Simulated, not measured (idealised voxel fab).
The following is a process module called voxel transistor to metal.
Cross-section cut: width 185 nm, square cells of 5 nm.
If you're reading a cross-section in this doc, picture square cells in a grid; it comes to you as bands, top ones listed first down to the bottom, and a band can be one or more rows of cells.
In this notation a band is specified by the heights of its top and bottom, in that order and in nm, after which its materials appear from left to right, each paired with its width in nm. The word "everywhere" attached to a single material means that material fills the band from edge to edge; the word "air" stands for empty space.
The reference from which all heights are counted is 0, the level beneath which the as-received wafer is entirely one material; the lowest band, having no lower bound, proceeds downward and is written after the example "from 0 down".
Think of "30..40" as a width that walks from the first number to the second as you go down the band, top row to bottom row, taking equal-sized steps from row to row.
Key: "nothing altered" - step with no changed cell in the cross-section.
Heads up: "Enclosed void inventory" only lists the empty pockets with no open path to the top that are 8 cells or more, and it writes them as width x height at distance, distance from the left edge, in nm.
after a step's settings: what the simulator itself notes on the step
What "overlay nm" on a step's line means: if the step has a mask, that mask lay this far to the right of its planned place, or, when the value is negative, to the left.

The steps planned for the process are as follows
1 op RECEIVE | material Si
2 op OXIDIZE | depth nm 5
3 op CONFORMAL_DEP | material SiN | thk nm 10
4 op PATTERN | tone cover | mask id ACTIVE | material resist | width nm 120 | thk nm 15 | overlay nm 0
5 op DIRECTIONAL_ETCH | etch materials SiN | depth nm 10
6 op DIRECTIONAL_ETCH | etch materials SiO2 | depth nm 5
7 op DIRECTIONAL_ETCH | etch materials Si | depth nm 25
8 op STRIP | etch materials resist
9 op OXIDIZE | depth nm 5
10 op FILL_DEP | material SiO2 | thk nm 15
11 op CMP | height nm 10
12 op SELECTIVE_ETCH | etch materials SiO2 | depth nm 10
13 op STRIP | etch materials SiN
14 op SELECTIVE_ETCH | etch materials SiO2 | depth nm 5
15 op OXIDIZE | depth nm 5
16 op DIRECTIONAL_DEP | material polySi | thk nm 25
17 op DIRECTIONAL_DEP | material SiCN | thk nm 15
18 op PATTERN | tone cover | mask id GATE | material resist | width nm 30 | thk nm 15 | overlay nm 0
19 op DIRECTIONAL_ETCH | etch materials SiCN | depth nm 25
20 op DIRECTIONAL_ETCH | etch materials polySi | depth nm 35
21 op STRIP | etch materials resist
22 op CONFORMAL_DEP | material SiO2 | thk nm 5
23 op DIRECTIONAL_ETCH | etch materials SiO2 | depth nm 5
24 op CONFORMAL_DEP | material SiN | thk nm 5
25 op DIRECTIONAL_ETCH | etch materials SiN | depth nm 5
26 op DIRECTIONAL_ETCH | etch materials SiO2 | depth nm 5
27 op DIRECTIONAL_ETCH | etch materials Si | depth nm 5
28 op EPI | material nSi | thk nm 10
29 op FILL_DEP | material SiO2 | thk nm 10
30 op CMP | height nm 20
31 op STRIP | etch materials polySi
32 op SELECTIVE_ETCH | etch materials SiO2 | depth nm 5
33 op CONFORMAL_DEP | material HfO2 | thk nm 5
34 op CONFORMAL_DEP | material TiN | thk nm 5
35 op FILL_DEP | material W | thk nm 5
36 op CMP | height nm 15
37 op DIRECTIONAL_DEP | material SiO2 | thk nm 10
38 op DIRECTIONAL_DEP | material aC | thk nm 15
39 op PATTERN | tone open | mask id CONTACT | material resist | width nm 20 | pitch nm 90 | thk nm 30 | overlay nm 0
40 op DIRECTIONAL_ETCH | etch materials aC | depth nm 15
41 op STRIP | etch materials resist
42 op DIRECTIONAL_ETCH | etch materials SiO2 | depth nm 30
43 op STRIP | etch materials aC
44 op CONFORMAL_DEP | material TiN | thk nm 5
45 op FILL_DEP | material Ru | thk nm 10
46 op CMP | height nm 25
47 op CONFORMAL_DEP | material SiN | thk nm 5
48 op DIRECTIONAL_DEP | material lowk | thk nm 20
49 op MASKED_ETCH | tone open | mask id METAL_1 | width nm 20 | pitch nm 90 | etch materials lowk | depth nm 20 | overlay nm 0
50 op MASKED_ETCH | tone open | mask id METAL_1 | width nm 20 | pitch nm 90 | etch materials SiN | depth nm 5 | overlay nm 0
51 op CONFORMAL_DEP | material TiN | thk nm 5
52 op FILL_DEP | material W | thk nm 10
53 op CMP | height nm 50
54 op EPI | material Ru | thk nm 5
55 op FILL_DEP | material SiCN | thk nm 5
56 op DIRECTIONAL_DEP | material lowk | thk nm 30
57 op PATTERN | tone open | mask id METAL_2_HOLES | material resist | width nm 15 | pitch nm 90 | thk nm 20 | overlay nm 0
58 op DIRECTIONAL_ETCH | etch materials lowk | depth nm 30
59 op STRIP | etch materials resist
60 op PATTERN | tone open | mask id METAL_2 | material resist | width nm 20 | pitch nm 90 | thk nm 15 | overlay nm 0
61 op DIRECTIONAL_ETCH | etch materials lowk | depth nm 20
62 op DIRECTIONAL_ETCH | etch materials SiCN | depth nm 5
63 op STRIP | etch materials resist
64 op CONFORMAL_DEP | material TiN | thk nm 5
65 op FILL_DEP | material Cu | thk nm 10
66 op CMP | height nm 90
67 op CONFORMAL_DEP | material SiN | thk nm 5

Wafer cross-section on receipt, i.e. after step 1
	from 0 down = Si everywhere
	Enclosed void inventory: none

Sectioned view, first of two wafers, at the close of the module, processed as intended in the plan
	from 95 to 90 = SiN everywhere
	from 90 to 75 = 35 lowk, 5 TiN, 10 Cu, 5 TiN, 70 lowk, 5 TiN, 10 Cu, 5 TiN, 40 lowk
	from 75 to 70 = 35 lowk, 5 TiN, 5 Cu, 10 TiN, 70 lowk, 5 TiN, 5 Cu, 10 TiN, 40 lowk
	from 70 to 60 = 35 lowk, 5 TiN, 5 Cu, 5 TiN, 75 lowk, 5 TiN, 5 Cu, 5 TiN, 45 lowk
	from 60 to 55 = 35 SiCN, 15 TiN, 75 SiCN, 15 TiN, 45 SiCN
	from 55 to 50 = 30 SiCN, 30 Ru, 60 SiCN, 30 Ru, 35 SiCN
	from 50 to 30 = 35 lowk, 5 TiN, 10 W, 5 TiN, 70 lowk, 5 TiN, 10 W, 5 TiN, 40 lowk
	from 30 to 25 = 35 SiN, 20 TiN, 70 SiN, 20 TiN, 40 SiN
	from 25 to 15 = 35 SiO2, 5 TiN, 10 Ru, 5 TiN, 70 SiO2, 5 TiN, 10 Ru, 5 TiN, 40 SiO2
	from 15 to 0 = 35 SiO2, 5 TiN, 10 Ru, 5 TiN, 10 SiO2, 5 SiN, 5 HfO2, 5 TiN, 20 W, 5 TiN, 5 HfO2, 5 SiN, 10 SiO2, 5 TiN, 10 Ru, 5 TiN, 40 SiO2
	from 0 to -5 = 35 SiO2, 20 TiN, 10 nSi, 5 SiN, 5 HfO2, 30 TiN, 5 HfO2, 5 SiN, 10 nSi, 20 TiN, 40 SiO2
	from -5 to -10 = 30 SiO2, 35 nSi, 5 SiO2, 40 HfO2, 5 SiO2, 35 nSi, 35 SiO2
	from -10 to -15 = 35 SiO2, 30 nSi, 50 Si, 30 nSi, 40 SiO2
	from -15 to -35 = 35 SiO2, 110 Si, 40 SiO2
	from -35 down = Si everywhere
	Enclosed void inventory: none

Cross-sectional view: second of two wafers, end of module; start and plan identical to the first, one mistake in running
	from 100 to 95 = SiN everywhere
	from 95 to 90 = 40 TiN, 10 Cu, 80 TiN, 10 Cu, 45 TiN
	from 90 to 75 = 35 lowk, 5 TiN, 10 Cu, 5 TiN, 70 lowk, 5 TiN, 10 Cu, 5 TiN, 40 lowk
	from 75 to 70 = 35 lowk, 5 TiN, 5 Cu, 10 TiN, 70 lowk, 5 TiN, 5 Cu, 10 TiN, 40 lowk
	from 70 to 60 = 35 lowk, 5 TiN, 5 Cu, 5 TiN, 75 lowk, 5 TiN, 5 Cu, 5 TiN, 45 lowk
	from 60 to 55 = 35 SiCN, 15 TiN, 75 SiCN, 15 TiN, 45 SiCN
	from 55 to 50 = 30 SiCN, 30 Ru, 60 SiCN, 30 Ru, 35 SiCN
	from 50 to 30 = 35 lowk, 5 TiN, 10 W, 5 TiN, 70 lowk, 5 TiN, 10 W, 5 TiN, 40 lowk
	from 30 to 25 = 35 SiN, 20 TiN, 70 SiN, 20 TiN, 40 SiN
	from 25 to 15 = 35 SiO2, 5 TiN, 10 Ru, 5 TiN, 70 SiO2, 5 TiN, 10 Ru, 5 TiN, 40 SiO2
	from 15 to 0 = 35 SiO2, 5 TiN, 10 Ru, 5 TiN, 10 SiO2, 5 SiN, 5 HfO2, 5 TiN, 20 W, 5 TiN, 5 HfO2, 5 SiN, 10 SiO2, 5 TiN, 10 Ru, 5 TiN, 40 SiO2
	from 0 to -5 = 35 SiO2, 20 TiN, 10 nSi, 5 SiN, 5 HfO2, 30 TiN, 5 HfO2, 5 SiN, 10 nSi, 20 TiN, 40 SiO2
	from -5 to -10 = 30 SiO2, 35 nSi, 5 SiO2, 40 HfO2, 5 SiO2, 35 nSi, 35 SiO2
	from -10 to -15 = 35 SiO2, 30 nSi, 50 Si, 30 nSi, 40 SiO2
	from -15 to -35 = 35 SiO2, 110 Si, 40 SiO2
	from -35 down = Si everywhere
	Enclosed void inventory: none
It is concluded that the wafer was processed incorrectly with respect to the plan, in that in deviation from the planned setting, step 66 was conducted as op CMP | height nm 95
Upon completion, the second wafer contains, in terms of cells, a greater or smaller amount of certain materials than the first wafer: 4 more of Cu, 33 more of TiN
